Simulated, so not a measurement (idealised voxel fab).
Title: Process Module voxel tone inversion
cross-section cut | 300 nm wide | cells 5 nm
Square cells in a grid make up a cross-section in this document, and the grid is given as bands, listed from the top down, each one or more rows of cells.
Basically the band line says how high the top is and how high the bottom is, in nm, and then what's in it from left to right, every material with its width in nm. Empty space shows up as "empty", and if a single material carries "everywhere" it runs the full band edge to edge.
We count height from 0. Below that, the starting wafer is all one material. The lowest band never ends at the bottom but goes on down; see "0 nm and below" for how that is written.
A two-number width, for instance "30 to 40", indicates that the width is equal to the first number in the top row of the band and to the second number in the bottom row, and that it changes by a constant amount per row of cells.
What does "nothing altered" mean for a step? It means no cell of the cross-section changed in that step.
The label "Fully enclosed voids" introduces a list of the empty spaces, 8 cells or larger, that have no open way up to the top; each entry in it reads width x height at distance, where the distance is taken from the left edge and all three are stated in nm.
Text after the settings on a step's line: the simulator's own remark on that step.
overlay nm: mask right of planned place by this much (step with mask). Neg. = left.

This section lists the process steps that were planned
| 1 | RECEIVE with material Si |
| 2 | CONFORMAL_DEP with material SiN, thk nm 5 |
| 3 | DIRECTIONAL_DEP with material aC, thk nm 20 |
| 4 | PATTERN with tone cover, mask id POSTS, material resist, width nm 25, pitch nm 45, thk nm 25, overlay nm 0 |
| 5 | DIRECTIONAL_ETCH with etch materials aC, depth nm 20 |
| 6 | STRIP with etch materials resist |
| 7 | FILL_DEP with material SiO2, thk nm 10 |
| 8 | CMP with height nm 25 |
| 9 | STRIP with etch materials aC |

Cross-section of the wafer as it came to us, i.e., already through step 1
- 0 nm and below  Si everywhere
- Fully enclosed voids: none

Cross-section: first of two wafers, module finished, run according to plan
- 25 nm to 5 nm  SiO2: 70  empty: 25  SiO2: 20  empty: 25  SiO2: 20  empty: 25  SiO2: 20  empty: 25  SiO2: 70
- 5 nm to 0 nm  SiN everywhere
- 0 nm and below  Si everywhere
- Fully enclosed voids: none

Second of two wafers, module complete, sectioned: it shares the first wafer's start and plan but was run with one mistake
- 25 nm to 5 nm  SiN: 70  empty: 25  SiN: 20  empty: 25  SiN: 20  empty: 25  SiN: 20  empty: 25  SiN: 70
- 5 nm to 0 nm  SiN everywhere
- 0 nm and below  Si everywhere
- Fully enclosed voids: none
The mistake made against the process plan was this: step 7 went in with a setting other than planned; the actual run was FILL_DEP with material SiN, thk nm 10
Heads up, by the end the second wafer has more or fewer cells of some materials compared to the first: 160 more of SiN | 160 fewer of SiO2
